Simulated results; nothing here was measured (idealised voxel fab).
process module | voxel capacitor over wiring
cross-section cut | 295 nm wide | cells 5 nm
A cross-section is a grid of square cells, given in bands from the top down. A band is one or more rows of cells.
Each band's line starts with the height of the band's top and of its bottom, in nm. Then come its materials from left to right, each with its width in nm. One material with "throughout" fills the band from edge to edge. "air" is empty space.
Height 0 is the level under which the wafer as received is all one material. The lowest band goes on downwards, as in "0 down".
A width such as "30 to 40" changes by the same amount from each row of cells to the next, from the band's top row to its bottom row.
"no change" after a step means that no cell of the cross-section changed.
closed voids: empty space of 8 cells or more with no open way to the top, each as width x height at its distance from the left edge, in nm
after a step's settings: what the simulator itself notes on the step
overlay nm, on a step with a mask: how far to the right of its planned place the mask lay; to the left if negative
plan
1 op RECEIVE | material Si
2 op CONFORMAL_DEP | material SiO2 | thk nm 10
3 op CONFORMAL_DEP | material SiN | thk nm 5
4 op DIRECTIONAL_DEP | material lowk | thk nm 25
5 op MASKED_ETCH | tone open | mask id METAL_1 | width nm 20 | pitch nm 85 | etch materials lowk | depth nm 25 | overlay nm 0
6 op MASKED_ETCH | tone open | mask id METAL_1 | width nm 20 | pitch nm 85 | etch materials SiN | depth nm 5 | overlay nm 0
7 op CONFORMAL_DEP | material TiN | thk nm 5
8 op FILL_DEP | material Cu | thk nm 5
9 op CMP | height nm 40
10 op CONFORMAL_DEP | material SiCN | thk nm 5
11 op DIRECTIONAL_DEP | material lowk | thk nm 10
12 op MASKED_ETCH | tone open | mask id PLUG_1 | width nm 15 | etch materials lowk | depth nm 10 | overlay nm 0
13 op MASKED_ETCH | tone open | mask id PLUG_1 | width nm 15 | etch materials SiCN | depth nm 5 | overlay nm 0
14 op EPI | material Ru | thk nm 10
15 op EPI | material Ru | thk nm 5
16 op DIRECTIONAL_DEP | material TiN | thk nm 10
17 op DIRECTIONAL_DEP | material SiN | thk nm 5
18 op DIRECTIONAL_DEP | material TiN | thk nm 5
19 op DIRECTIONAL_DEP | material aC | thk nm 15
20 op PATTERN | tone cover | mask id UPPER_PLATE | material resist | width nm 70 | thk nm 30 | overlay nm 0
21 op DIRECTIONAL_ETCH | etch materials aC | depth nm 15
22 op STRIP | etch materials resist
23 op DIRECTIONAL_ETCH | etch materials TiN | depth nm 5
24 op DIRECTIONAL_ETCH | etch materials SiN | depth nm 5
25 op STRIP | etch materials aC
26 op DIRECTIONAL_DEP | material aC | thk nm 15
27 op PATTERN | tone cover | mask id LOWER_PLATE | material resist | width nm 80 | thk nm 30 | overlay nm 0
28 op DIRECTIONAL_ETCH | etch materials aC | depth nm 15
29 op STRIP | etch materials resist
30 op DIRECTIONAL_ETCH | etch materials TiN | depth nm 10
31 op STRIP | etch materials aC
32 op FILL_DEP | material SiO2 | thk nm 15
33 op CMP | height nm 85
34 op PATTERN | tone open | mask id PLUG_2 | material resist | width nm 15 | thk nm 15 | overlay nm 0
35 op DIRECTIONAL_ETCH | etch materials SiO2 | depth nm 10
36 op STRIP | etch materials resist
37 op CONFORMAL_DEP | material TiN | thk nm 5
38 op FILL_DEP | material W | thk nm 5
39 op CMP | height nm 85
40 op CONFORMAL_DEP | material SiCN | thk nm 5
as received, after step 1
  0 down: Si throughout
  closed voids: none
first wafer at the end, as planned
  90 to 85: SiCN throughout
  85 to 80: SiO2 110 | TiN 5 | W 5 | TiN 5 | SiO2 170
  80 to 70: SiO2 110 to 100 | TiN 15 to 70 | SiO2 170 to 125
  70 to 65: SiO2 100 | SiN 70 | SiO2 125
  65 to 55: SiO2 95 | TiN 80 | SiO2 120
  55 to 45: lowk 100 | Ru 15 | lowk 180
  45 to 40: SiCN 100 | Ru 15 | SiCN 180
  40 to 15: lowk 95 | TiN 5 | Cu 10 | TiN 5 | lowk 65 | TiN 5 | Cu 10 | TiN 5 | lowk 95
  15 to 10: SiN 95 | TiN 20 | SiN 65 | TiN 20 | SiN 95
  10 to 0: SiO2 throughout
  0 down: Si throughout
  closed voids: none
second wafer at the end: like start, like plan, one mistake
  90 to 85: SiCN throughout
  85 to 80: SiO2 110 | TiN 5 | W 5 | TiN 5 | SiO2 170
  80 to 70: SiO2 110 to 100 | TiN 15 to 70 | SiO2 170 to 125
  70 to 65: SiO2 100 | SiN 70 | SiO2 125
  65 to 55: SiO2 95 | TiN 80 | SiO2 120
  55 to 45: lowk 100 | Ru 15 | lowk 180
  45 to 40: SiCN 100 | Ru 15 | SiCN 180
  40 to 20: lowk 95 | TiN 5 | Cu 10 | TiN 5 | lowk 65 | TiN 5 | Cu 10 | TiN 5 | lowk 95
  20 to 15: lowk 95 | TiN 20 | lowk 65 | TiN 20 | lowk 95
  15 to 5: SiO2 throughout
  5 to 0: SiN throughout
  0 down: Si throughout
  closed voids: none
what went wrong: steps 2 and 3 were swapped
at the end the second wafer has, in cells: 4 fewer of Cu | 8 more of SiN | 4 fewer of TiN
